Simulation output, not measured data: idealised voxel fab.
The following process module bears the name voxel air gaps.
Displayed cross-section: cut, width of 175 nm, square cells sized 5 nm.
Cross-section layout: square cells on a grid; listed as bands, top to bottom; a band spans one or more cell rows.
What a band's entry tells you: where the top is and where the bottom is, as heights in nm, and after that what lies inside, material by material from left to right, each with its width in nm. Empty space is written as the word "air", and a single material marked with the word "full width" occupies the band from edge to edge.
Heights from 0 (as-received wafer is one material below). Bottom band endless downward, as "z 0 and below".
With a width like "30..40", each row of cells in the band differs from the next by the same amount, the top row carrying the first number and the bottom row the second.
Step marked "no modifications"? Then no cell in the cross-section changed in it.
For the entry "Enclosed cavity list", the listed items are empty spaces with no open way to the top whose size is 8 cells or more; each item follows the pattern width x height at distance, where distance is from the left edge and all three are in nm.
It should be noted that, on the line of a given step, the content following the step's settings is a remark produced by the simulator itself with respect to that step.
The line of a step may include "overlay nm". On a step with a mask, this value is how far to the right of its planned place the mask lay. A negative value means the mask lay to the left.
This section lists the process steps that were planned
1) RECEIVE [material Si]
2) CONFORMAL_DEP [material SiO2] [thk nm 10]
3) CONFORMAL_DEP [material SiN] [thk nm 5]
4) DIRECTIONAL_DEP [material lowk] [thk nm 40]
5) PATTERN [tone open] [mask id LINES] [material resist] [width nm 20] [pitch nm 45] [thk nm 20] [overlay nm 0]
6) DIRECTIONAL_ETCH [etch materials lowk] [depth nm 40]
7) STRIP [etch materials resist]
8) CONFORMAL_DEP [material TiN] [thk nm 5]
9) FILL_DEP [material Cu] [thk nm 10]
10) CMP [height nm 55]
11) EPI [material Ru] [thk nm 10]
12) SELECTIVE_ETCH [etch materials lowk] [depth nm 50]
13) CONFORMAL_DEP [material SiN] [thk nm 5]
This is the cross-section of the wafer as we received it, i.e. after step 1
> z 0 and below = Si full width
> Enclosed cavity list: none
Post-module cross-section of the first of two wafers (run per plan)
> z 70 to 65 = air (15)  SiN (140)  air (20)
> z 65 to 55 = air (15)  SiN (5)  Ru (40)  SiN (5)  Ru (40)  SiN (5)  Ru (40)  SiN (5)  air (20)
> z 55 to 50 = air (15)  SiN (15)  TiN (5)  Cu (10)  TiN (5)  SiN (25)  TiN (5)  Cu (10)  TiN (5)  SiN (25)  TiN (5)  Cu (10)  TiN (5)  SiN (15)  air (20)
> z 50 to 20 = air (25)  SiN (5)  TiN (5)  Cu (10)  TiN (5)  SiN (5)  air (15)  SiN (5)  TiN (5)  Cu (10)  TiN (5)  SiN (5)  air (15)  SiN (5)  TiN (5)  Cu (10)  TiN (5)  SiN (5)  air (30)
> z 20 to 15 = SiN (30)  TiN (20)  SiN (25)  TiN (20)  SiN (25)  TiN (20)  SiN (35)
> z 15 to 10 = SiN full width
> z 10 to 0 = SiO2 full width
> z 0 and below = Si full width
> Enclosed cavity list: 15 x 30 at 55; 15 x 30 at 100
Cross-sectional view: second of two wafers, end of module; start and plan identical to the first, one mistake in running
> z 70 to 65 = air (15)  SiN (145)  air (15)
> z 65 to 55 = air (15)  SiN (5)  Ru (135)  SiN (5)  air (15)
> z 55 to 50 = air (15)  SiN (15)  TiN (5)  Cu (15)  TiN (5)  lowk (20)  TiN (5)  Cu (15)  TiN (5)  lowk (20)  TiN (5)  Cu (15)  TiN (5)  SiN (15)  air (15)
> z 50 to 20 = air (25)  SiN (5)  TiN (5)  Cu (15)  TiN (5)  lowk (20)  TiN (5)  Cu (15)  TiN (5)  lowk (20)  TiN (5)  Cu (15)  TiN (5)  SiN (5)  air (25)
> z 20 to 15 = SiN (30)  TiN (25)  lowk (20)  TiN (25)  lowk (20)  TiN (25)  SiN (30)
> z 15 to 10 = SiN full width
> z 10 to 0 = SiO2 full width
> z 0 and below = Si full width
> Enclosed cavity list: none
Deviation from plan: step 5 off recipe, ran as PATTERN [tone open] [mask id LINES] [material resist] [width nm 25] [pitch nm 45] [thk nm 20] [overlay nm 0]
Final comparison by cell count, materials where the second wafer has more or fewer than the first: Cu: 21 more, Ru: 6 more, SiN: 48 fewer, TiN: 3 more, lowk: 64 more
Final observation: first wafer, 2 closed voids; second wafer, 0 closed voids.
